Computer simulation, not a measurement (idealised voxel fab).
The process module presented herein is designated voxel released beams.
Each square cell in cross-section cut measures 5 nm, and the section as a whole is 250 nm wide.
Format of a cross-section: grid, square cells. Given as bands. Order: top down. Band: one or more rows of cells. Each band's line starts with the height of the band's top and of its bottom, in nm. Then come its materials from left to right, each with its width in nm. One material with "throughout" fills the band from edge to edge. "blank" is empty space. Heights are expressed relative to 0, this being the level below which the as-received wafer comprises one material exclusively. The lowest band is unbounded in the downward direction and is denoted as in "0 -> down". A width given as "30..40" starts at the first number in the band's top row and ends at the second number in its bottom row, shifting by an equal amount at every step from row to row. Key: "no modification" - step with no changed cell in the cross-section. In "Sealed-off cavities" the enclosed voids are listed, meaning empty spaces of 8 cells or larger without any opening to the top. The form is width x height at distance, distance from the left edge, units nm. Formally, on a step line, whatever follows the settings is a remark that the simulator itself makes on the step. When a step includes a mask, the "overlay nm" setting on its line states how far to the right of its planned place that mask lay, and negative values state how far to the left.
### Set out below are the planned steps of the process
1: op RECEIVE | material Si
2: op CONFORMAL_DEP | material SiN | thk nm 5
3: op DIRECTIONAL_DEP | material SiO2 | thk nm 20
4: op MASKED_ETCH | tone open | mask id ANCHOR | width nm 35 | etch materials SiO2 | depth nm 20 | overlay nm 0
5: op CONFORMAL_DEP | material polySi | thk nm 10
6: op MASKED_ETCH | tone cover | mask id BEAM | width nm 85 | etch materials polySi | depth nm 10 | overlay nm 0
7: op STRIP | etch materials SiO2
### As-received wafer cross-section (after step 1)
> 0 -> down: Si throughout
> Sealed-off cavities: none
### End-of-module cross-section. Starting structure and process plan as above; one mistake made in running it
> 35 -> 25: blank (80)  polySi (10)  blank (25)  polySi (50)  blank (85)
> 25 -> 15: blank (80)  polySi (10)  blank (25)  polySi (10)  blank (125)
> 15 -> 5: blank (80)  polySi (45)  blank (125)
> 5 -> 0: SiN throughout
> 0 -> down: Si throughout
> Sealed-off cavities: none
The plan and the run diverged here: rather than as planned, step 4 actually ran as op MASKED_ETCH | tone open | mask id ANCHOR | width nm 45 | etch materials SiO2 | depth nm 20 | overlay nm 0
